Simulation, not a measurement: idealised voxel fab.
This section sets out a process module, namely voxel double patterning.
This is section cut - it's 285 nm across, gridded in 5 nm square cells.
A cross-section is written here as square cells arranged in a grid, and it is given in bands from the top down, each band taking up one or more rows of cells. Heights first: top, then bottom, in nm. Then materials, left to right, each with a width in nm. "throughout" on a single material: fills the band edge to edge. "blank": empty space. The level at which height equals 0 is the one under which the wafer, as it arrives, is entirely one material. No lower edge exists for the bottom band, which continues downward and is notated as in "0 -> down". Width spec "30..40" -> top row of cells at first value, bottom row at second value, equal per-row change in between. The designation "no alteration", where it is given for a processing step, indicates that no cell of the cross-section was altered in the course of that step. The entry "Unvented cavities" lists the empty spaces that cover at least 8 cells and have no open path to the top. Each is written as width x height at distance, where the distance is measured from the left edge and all three values are in nm. Step line, after settings: the simulator's comment on this step. overlay nm: mask offset rightward from planned place, masked step; negative means leftward offset.

Steps in the process plan
1: RECEIVE: material Si
2: CONFORMAL_DEP: material SiO2, thk nm 5
3: DIRECTIONAL_DEP: material polySi, thk nm 20
4: DIRECTIONAL_DEP: material SiCN, thk nm 5
5: MASKED_ETCH: tone open, mask id FIRST, width nm 15, pitch nm 50, etch materials SiCN, depth nm 5, overlay nm 0
6: MASKED_ETCH: tone open, mask id SECOND, width nm 15, etch materials SiCN, depth nm 5, overlay nm 0
7: DIRECTIONAL_ETCH: etch materials polySi, depth nm 20
8: STRIP: etch materials SiCN

So this is the incoming wafer in cross-section - it's already been through step 1
> 0 -> down  Si throughout
> Unvented cavities: none

First wafer of two, sectioned at end of module; run went per plan
> 25 -> 5  110 of polySi / 15 of blank / 10 of polySi / 15 of blank / 10 of polySi / 15 of blank / 110 of polySi
> 5 -> 0  SiO2 throughout
> 0 -> down  Si throughout
> Unvented cavities: none

Wafer two (of two), end-of-module cross-section: start = wafer one, plan = wafer one, one run mistake
> 25 -> 20  SiO2 throughout
> 20 -> 0  polySi throughout
> 0 -> down  Si throughout
> Unvented cavities: none
Deviation from plan: ran 2 and 3 in swapped order versus the plan
Final cells, second wafer relative to first, materials higher or lower: polySi: 36 more
